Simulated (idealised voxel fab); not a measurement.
process module | voxel spacer lines
For reference, the cross-section in this document is cut, with width 190 nm and square cells of 5 nm.
Cross-section layout: square cells on a grid; listed as bands, top to bottom; a band spans one or more cell rows. Top, bottom (nm), then materials left to right with widths (nm); lone material tagged "throughout" fills the whole band edge to edge; "blank" = empty space. Note: height 0 marks the level under which the wafer is uniformly one material as received. Lowest band unbounded below, written "0..down". Note: "30->40" means the width goes from the first number (top row of the band) to the second number (bottom row) in equal steps per row of cells. The cross-section has no changed cell in any step marked "remains unaltered". "Unvented internal voids" - sealed voids, min. 8 cells, no opening to top; format: width x height at distance (distance from left edge; nm throughout). The remark found on a step's line after its settings is issued by the simulator itself and pertains to that step. Each step line may optionally specify "overlay nm", which for a step with a mask gives the rightward distance between the mask's planned place and where it lay, a negative value indicating the leftward direction.
[Set out below are the planned steps of the process]
1 op RECEIVE | material Si
2 op CONFORMAL_DEP | material Al2O3 | thk nm 10
3 op DIRECTIONAL_DEP | material TiN | thk nm 10
4 op DIRECTIONAL_DEP | material aC | thk nm 30
5 op PATTERN | tone cover | mask id MANDREL | material resist | width nm 15 | pitch nm 50 | thk nm 40 | overlay nm 0
6 op DIRECTIONAL_ETCH | etch materials aC | depth nm 30
7 op STRIP | etch materials resist
8 op CONFORMAL_DEP | material SiN | thk nm 10
9 op DIRECTIONAL_ETCH | etch materials SiN | depth nm 10
10 op STRIP | etch materials aC
11 op DIRECTIONAL_ETCH | etch materials TiN | depth nm 10
12 op STRIP | etch materials SiN
[Incoming wafer in cross-section (state: after step 1)]
* 0..down = Si throughout
* Unvented internal voids: none
[Wafer cross-section at end of module: start and plan as shown above, one execution error]
* 15..5 = blank: 50 / TiN: 10 / blank: 15 / TiN: 10 / blank: 15 / TiN: 10 / blank: 15 / TiN: 10 / blank: 55
* 5..0 = Al2O3 throughout
* 0..down = Si throughout
* Unvented internal voids: none
Short version of what went wrong: step 2 off recipe, ran as op CONFORMAL_DEP | material Al2O3 | thk nm 5
